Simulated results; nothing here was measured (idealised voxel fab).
The process module that follows is named voxel trench capacitor.
The figure presents cross-section cut, which has a width of 250 nm and is divided into square cells with an edge length of 5 nm.
How to read a cross-section here: the picture is a grid of square cells, written as bands going from the top down, and any band can span one or more rows of cells. It is stipulated that each band's entry specify, in nanometres, the height of the top of the band and then that of its bottom, followed by the materials of the band in left-to-right sequence, each together with its width in nanometres. A single material marked by the word "throughout" is understood to fill the band from edge to edge; the word "blank" is understood to denote empty space. Height 0 is the level under which the wafer as received is all one material. The lowest band goes on downwards, as in "0 nm and below". The two numbers in a width such as "30->40" mark its ends across the band: the first belongs to the top row of cells, the second to the bottom row, and from each row to the next the width moves by the same amount. The designation "no modification", where it is given for a processing step, indicates that no cell of the cross-section was altered in the course of that step. The list in "Enclosed voids" covers empty spaces of 8 cells or more that cannot reach the top through any open way, and it gives each as width x height at distance; the distance is from the left edge, and width, height and distance are in nm. Past the settings on a step's line: simulator remark, on that step. Steps that use a mask can have "overlay nm" on their line. It says how far the mask sat to the right of where it was meant to be. Negative means to the left.

# Listed below are the process steps as planned
1) RECEIVE | material Si
2) CONFORMAL_DEP | material SiN | thk nm 10
3) PATTERN | tone open | mask id TRENCH | material resist | width nm 20 | pitch nm 40 | thk nm 20 | overlay nm 0
4) DIRECTIONAL_ETCH | etch materials SiN | depth nm 10
5) DIRECTIONAL_ETCH | etch materials Si | depth nm 35
6) STRIP | etch materials resist
7) CONFORMAL_DEP | material Al2O3 | thk nm 5
8) FILL_DEP | material polySi | thk nm 5
9) CMP | height nm 10

# Wafer cross-section on receipt, i.e. after step 1
* 0 nm and below = Si throughout
* Enclosed voids: none

# first wafer at the end, as planned
* 10 nm to 0 nm = 95 of SiN  5 of Al2O3  10 of polySi  5 of Al2O3  20 of SiN  5 of Al2O3  10 of polySi  5 of Al2O3  95 of SiN
* 0 nm to -30 nm = 95 of Si  5 of Al2O3  10 of polySi  5 of Al2O3  20 of Si  5 of Al2O3  10 of polySi  5 of Al2O3  95 of Si
* -30 nm to -35 nm = 95 of Si  20 of Al2O3  20 of Si  20 of Al2O3  95 of Si
* -35 nm and below = Si throughout
* Enclosed voids: none

# Cross-section, second wafer: same start as the first, same plan as the first, one mistake in running it; taken at the end of the module
* 10 nm to 0 nm = 95 of SiN  5 of Al2O3  10 of polySi  5 of Al2O3  20 of SiN  5 of Al2O3  10 of polySi  5 of Al2O3  95 of SiN
* 0 nm to -65 nm = 95 of Si  5 of Al2O3  10 of polySi  5 of Al2O3  20 of Si  5 of Al2O3  10 of polySi  5 of Al2O3  95 of Si
* -65 nm to -70 nm = 95 of Si  20 of Al2O3  20 of Si  20 of Al2O3  95 of Si
* -70 nm and below = Si throughout
* Enclosed voids: none
The mistake made against the process plan was this: the plan's step 5 ran twice
Wrapping up, a cell-based count of both wafers puts the second over or under the first for these materials: Al2O3 +28, Si -56, polySi +28
